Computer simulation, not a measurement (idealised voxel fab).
process module | voxel self aligned contacts
cross-section cut | 150 nm wide | cells 5 nm
A cross-section is a grid of square cells, given in bands from the top down. A band is one or more rows of cells.
Each band's line starts with the height of the band's top and of its bottom, in nm. Then come its materials from left to right, each with its width in nm. One material with "throughout" fills the band from edge to edge. "air" is empty space.
Height 0 is the level under which the wafer as received is all one material. The lowest band goes on downwards, as in "0 down".
A width such as "30 to 40" changes by the same amount from each row of cells to the next, from the band's top row to its bottom row.
"no change" after a step means that no cell of the cross-section changed.
closed voids: empty space of 8 cells or more with no open way to the top, each as width x height at its distance from the left edge, in nm
after a step's settings: what the simulator itself notes on the step
overlay nm, on a step with a mask: how far to the right of its planned place the mask lay; to the left if negative
plan
1 op RECEIVE | material Si
2 op CONFORMAL_DEP | material SiO2 | thk nm 5
3 op DIRECTIONAL_DEP | material polySi | thk nm 30
4 op DIRECTIONAL_DEP | material SiN | thk nm 20
5 op MASKED_ETCH | tone cover | mask id GATE | width nm 30 | pitch nm 60 | etch materials SiN | depth nm 20 | overlay nm 0
6 op MASKED_ETCH | tone cover | mask id GATE | width nm 30 | pitch nm 60 | etch materials polySi | depth nm 30 | overlay nm 0
7 op CONFORMAL_DEP | material SiN | thk nm 5
8 op DIRECTIONAL_ETCH | etch materials SiN | depth nm 5
9 op FILL_DEP | material SiO2 | thk nm 20
10 op CMP | height nm 65
11 op DIRECTIONAL_DEP | material aC | thk nm 15
12 op PATTERN | tone open | mask id CONTACT | material resist | width nm 40 | thk nm 30 | overlay nm 0
13 op DIRECTIONAL_ETCH | etch materials aC | depth nm 15
14 op STRIP | etch materials resist
15 op DIRECTIONAL_ETCH | etch materials SiO2 | depth nm 65
16 op STRIP | etch materials aC
17 op CONFORMAL_DEP | material TiN | thk nm 5
18 op FILL_DEP | material W | thk nm 5
19 op CMP | height nm 65
20 op CONFORMAL_DEP | material SiN | thk nm 5
as received, after step 1
  0 down: Si throughout
  closed voids: none
a wafer at the end: this start, this plan, one mistake
  70 to 65: SiN throughout
  65 to 55: SiO2 55 | TiN 5 | W 30 | TiN 5 | SiO2 55
  55 to 50: SiO2 55 | TiN 15 | W 10 | TiN 15 | SiO2 55
  50 to 30: SiO2 25 | SiN 40 | TiN 5 | W 10 | TiN 5 | SiN 40 | SiO2 25
  30 to 5: SiO2 25 | SiN 5 | polySi 30 | SiN 5 | TiN 5 | W 10 | TiN 5 | SiN 5 | polySi 30 | SiN 5 | SiO2 25
  5 to 0: SiO2 25 | SiN 5 | polySi 30 | SiN 5 | TiN 20 | SiN 5 | polySi 30 | SiN 5 | SiO2 25
  0 down: Si throughout
  closed voids: none
what went wrong: step 2 was left out
